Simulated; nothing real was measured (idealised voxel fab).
process module | voxel spacer lines
cross-section cut | 190 nm wide | cells 5 nm
A cross-section is a grid of square cells, given in bands from the top down. A band is one or more rows of cells.
Each band's line starts with the height of the band's top and of its bottom, in nm. Then come its materials from left to right, each with its width in nm. One material with "throughout" fills the band from edge to edge. "air" is empty space.
Height 0 is the level under which the wafer as received is all one material. The lowest band goes on downwards, as in "0 down".
A width such as "30 to 40" changes by the same amount from each row of cells to the next, from the band's top row to its bottom row.
"no change" after a step means that no cell of the cross-section changed.
closed voids: empty space of 8 cells or more with no open way to the top, each as width x height at its distance from the left edge, in nm
after a step's settings: what the simulator itself notes on the step
overlay nm, on a step with a mask: how far to the right of its planned place the mask lay; to the left if negative
plan
1 op RECEIVE | material Si
2 op CONFORMAL_DEP | material Al2O3 | thk nm 10
3 op DIRECTIONAL_DEP | material TiN | thk nm 10
4 op DIRECTIONAL_DEP | material aC | thk nm 30
5 op PATTERN | tone cover | mask id MANDREL | material resist | width nm 15 | pitch nm 50 | thk nm 40 | overlay nm 0
6 op DIRECTIONAL_ETCH | etch materials aC | depth nm 30
7 op STRIP | etch materials resist
8 op CONFORMAL_DEP | material SiN | thk nm 10
9 op DIRECTIONAL_ETCH | etch materials SiN | depth nm 10
10 op STRIP | etch materials aC
11 op DIRECTIONAL_ETCH | etch materials TiN | depth nm 10
12 op STRIP | etch materials SiN
as received, after step 1
  0 down: Si throughout
  closed voids: none
a wafer at the end: this start, this plan, one mistake
  20 to 10: air 50 | TiN 10 | air 20 | TiN 10 | air 10 | TiN 10 | air 20 | TiN 10 | air 50
  10 to 0: Al2O3 throughout
  0 down: Si throughout
  closed voids: none
what went wrong: step 5 ran as: op PATTERN | tone cover | mask id MANDREL | material resist | width nm 20 | pitch nm 50 | thk nm 40 | overlay nm 0
